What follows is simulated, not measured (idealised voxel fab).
process module | voxel trench capacitor
cross-section cut | 195 nm wide | cells 5 nm
A cross-section is a grid of square cells, given in bands from the top down. A band is one or more rows of cells.
Each band's line starts with the height of the band's top and of its bottom, in nm. Then come its materials from left to right, each with its width in nm. One material with "throughout" fills the band from edge to edge. "air" is empty space.
Height 0 is the level under which the wafer as received is all one material. The lowest band goes on downwards, as in "0 down".
A width such as "30 to 40" changes by the same amount from each row of cells to the next, from the band's top row to its bottom row.
"no change" after a step means that no cell of the cross-section changed.
closed voids: empty space of 8 cells or more with no open way to the top, each as width x height at its distance from the left edge, in nm
after a step's settings: what the simulator itself notes on the step
overlay nm, on a step with a mask: how far to the right of its planned place the mask lay; to the left if negative
plan
1 op RECEIVE | material Si
2 op CONFORMAL_DEP | material SiN | thk nm 10
3 op PATTERN | tone open | mask id TRENCH | material resist | width nm 25 | pitch nm 45 | thk nm 15 | overlay nm 0
4 op DIRECTIONAL_ETCH | etch materials SiN | depth nm 10
5 op DIRECTIONAL_ETCH | etch materials Si | depth nm 30
6 op STRIP | etch materials resist
7 op CONFORMAL_DEP | material Al2O3 | thk nm 5
8 op CONFORMAL_DEP | material TiN | thk nm 5
9 op FILL_DEP | material W | thk nm 5
10 op CMP | height nm 10
first wafer, as planned
as received, after step 1
  0 down: Si throughout
  closed voids: none
after step 2
  10 to 0: SiN throughout
  below 0: unchanged
after step 3
  25 to 10: resist 40 | air 25 | resist 20 | air 25 | resist 20 | air 25 | resist 40
  below 10: unchanged
after step 4
  25 to 10: resist 40 | air 25 | resist 20 | air 25 | resist 20 | air 25 | resist 40
  10 to 0: SiN 40 | air 25 | SiN 20 | air 25 | SiN 20 | air 25 | SiN 40
  below 0: unchanged
after step 5
  25 to 10: resist 40 | air 25 | resist 20 | air 25 | resist 20 | air 25 | resist 40
  10 to 0: SiN 40 | air 25 | SiN 20 | air 25 | SiN 20 | air 25 | SiN 40
  0 to -30: Si 40 | air 25 | Si 20 | air 25 | Si 20 | air 25 | Si 40
  below -30: unchanged
after step 6
  10 to 0: SiN 40 | air 25 | SiN 20 | air 25 | SiN 20 | air 25 | SiN 40
  below 0: unchanged
after step 7
  15 to 10: Al2O3 45 | air 15 | Al2O3 30 | air 15 | Al2O3 30 | air 15 | Al2O3 45
  10 to 0: SiN 40 | Al2O3 5 | air 15 | Al2O3 5 | SiN 20 | Al2O3 5 | air 15 | Al2O3 5 | SiN 20 | Al2O3 5 | air 15 | Al2O3 5 | SiN 40
  0 to -25: Si 40 | Al2O3 5 | air 15 | Al2O3 5 | Si 20 | Al2O3 5 | air 15 | Al2O3 5 | Si 20 | Al2O3 5 | air 15 | Al2O3 5 | Si 40
  -25 to -30: Si 40 | Al2O3 25 | Si 20 | Al2O3 25 | Si 20 | Al2O3 25 | Si 40
  below -30: unchanged
after step 8
  20 to 15: TiN 50 | air 5 | TiN 40 | air 5 | TiN 40 | air 5 | TiN 50
  15 to 10: Al2O3 45 | TiN 5 | air 5 | TiN 5 | Al2O3 30 | TiN 5 | air 5 | TiN 5 | Al2O3 30 | TiN 5 | air 5 | TiN 5 | Al2O3 45
  10 to 0: SiN 40 | Al2O3 5 | TiN 5 | air 5 | TiN 5 | Al2O3 5 | SiN 20 | Al2O3 5 | TiN 5 | air 5 | TiN 5 | Al2O3 5 | SiN 20 | Al2O3 5 | TiN 5 | air 5 | TiN 5 | Al2O3 5 | SiN 40
  0 to -20: Si 40 | Al2O3 5 | TiN 5 | air 5 | TiN 5 | Al2O3 5 | Si 20 | Al2O3 5 | TiN 5 | air 5 | TiN 5 | Al2O3 5 | Si 20 | Al2O3 5 | TiN 5 | air 5 | TiN 5 | Al2O3 5 | Si 40
  -20 to -25: Si 40 | Al2O3 5 | TiN 15 | Al2O3 5 | Si 20 | Al2O3 5 | TiN 15 | Al2O3 5 | Si 20 | Al2O3 5 | TiN 15 | Al2O3 5 | Si 40
  below -25: unchanged
after step 9
  25 to 20: W throughout
  20 to 15: TiN 50 | W 5 | TiN 40 | W 5 | TiN 40 | W 5 | TiN 50
  15 to 10: Al2O3 45 | TiN 5 | W 5 | TiN 5 | Al2O3 30 | TiN 5 | W 5 | TiN 5 | Al2O3 30 | TiN 5 | W 5 | TiN 5 | Al2O3 45
  10 to 0: SiN 40 | Al2O3 5 | TiN 5 | W 5 | TiN 5 | Al2O3 5 | SiN 20 | Al2O3 5 | TiN 5 | W 5 | TiN 5 | Al2O3 5 | SiN 20 | Al2O3 5 | TiN 5 | W 5 | TiN 5 | Al2O3 5 | SiN 40
  0 to -20: Si 40 | Al2O3 5 | TiN 5 | W 5 | TiN 5 | Al2O3 5 | Si 20 | Al2O3 5 | TiN 5 | W 5 | TiN 5 | Al2O3 5 | Si 20 | Al2O3 5 | TiN 5 | W 5 | TiN 5 | Al2O3 5 | Si 40
  below -20: unchanged
after step 10
  10 to 0: SiN 40 | Al2O3 5 | TiN 5 | W 5 | TiN 5 | Al2O3 5 | SiN 20 | Al2O3 5 | TiN 5 | W 5 | TiN 5 | Al2O3 5 | SiN 20 | Al2O3 5 | TiN 5 | W 5 | TiN 5 | Al2O3 5 | SiN 40
  below 0: unchanged
second wafer: like start, like plan, one mistake. Through step 9 it matches the first wafer
when step 10 should have ended
  20 to 15: TiN 50 | W 5 | TiN 40 | W 5 | TiN 40 | W 5 | TiN 50
  below 15: unchanged
what went wrong: step 10 ran as: op CMP | height nm 20
at the end the second wafer has, in cells: 30 more of Al2O3 | 42 more of TiN | 6 more of W
